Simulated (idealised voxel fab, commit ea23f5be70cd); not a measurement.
This section sets out a process module, namely voxel spacer lines.
FYI the section here is cut, 225 nm wide, cells are 5 nm squares.
Cross-section spec: square-cell grid; bands listed top down; each band is one or more rows. Heights first: top, then bottom, in nm. Then materials, left to right, each with a width in nm. "full width" on a single material: fills the band edge to edge. "blank": empty space. Heights are reckoned from 0. Under this level, the received wafer is all of one material. The bottommost band is open-ended downward, for example "0..down". Width "30 to 40": first value at the band's top row of cells, second value at its bottom row, equal change from row to row. For the purposes of this document, the phrase "nothing different" attached to a step denotes that no cell within the cross-section was modified by that step. "Closed cavities": sealed empty spaces, 8 cells or more, no open way to top, listed width x height at distance, with distance from the left edge and width, height and distance in nm. On each step's line, the part that comes after the settings is the simulator's own comment on the step. overlay nm: mask right of planned place by this much (step with mask). Neg. = left.
The following list gives the planned process steps:
1) RECEIVE: material Si
2) CONFORMAL_DEP: material Al2O3, thk nm 10
3) DIRECTIONAL_DEP: material TiN, thk nm 10
4) DIRECTIONAL_DEP: material polySi, thk nm 30
5) PATTERN: tone cover, mask id MANDREL, material resist, width nm 15, pitch nm 70, thk nm 40, overlay nm 0
6) DIRECTIONAL_ETCH: etch materials polySi, depth nm 30
7) STRIP: etch materials resist
8) CONFORMAL_DEP: material SiO2, thk nm 10
9) DIRECTIONAL_ETCH: etch materials SiO2, depth nm 10
10) STRIP: etch materials polySi
11) DIRECTIONAL_ETCH: etch materials TiN, depth nm 10
12) STRIP: etch materials SiO2
The plan shows the width nm of step 5 as the first wafer had it; this setting differs between the wafers, which start out alike.
Received condition of the first of several wafers, sectioned: post-step 1:
* 0..down | Si full width
* Closed cavities: none
First of several wafers, sectioned at end of module (last step: step 12):
* 20..10 | 25 of blank; 10 of TiN; 15 of blank; 10 of TiN; 35 of blank; 10 of TiN; 15 of blank; 10 of TiN; 35 of blank; 10 of TiN; 15 of blank; 10 of TiN; 25 of blank
* 10..0 | Al2O3 full width
* 0..down | Si full width
* Closed cavities: none
Here's the last wafer cross-sectioned at the end of the module:
* 20..10 | 15 of blank; 10 of TiN; 40 of blank; 10 of TiN; 10 of blank; 10 of TiN; 40 of blank; 10 of TiN; 10 of blank; 10 of TiN; 40 of blank; 10 of TiN; 10 of blank
* 10..0 | Al2O3 full width
* 0..down | Si full width
* Closed cavities: none
The table below has one row for each wafer; a row shows, as of the end of the module, how many cells of each material the wafer has gained, marked (+), or lost, marked (-), since it was received, and then the wafer's closed voids:
width nm 15 | +90 Al2O3 | +24 TiN | Closed cavities: none
width nm 20 | +90 Al2O3 | +24 TiN | Closed cavities: none
width nm 25 | +90 Al2O3 | +24 TiN | Closed cavities: none
width nm 30 | +90 Al2O3 | +24 TiN | Closed cavities: none
width nm 35 | +90 Al2O3 | +24 TiN | Closed cavities: none
width nm 40 | +90 Al2O3 | +24 TiN | Closed cavities: none
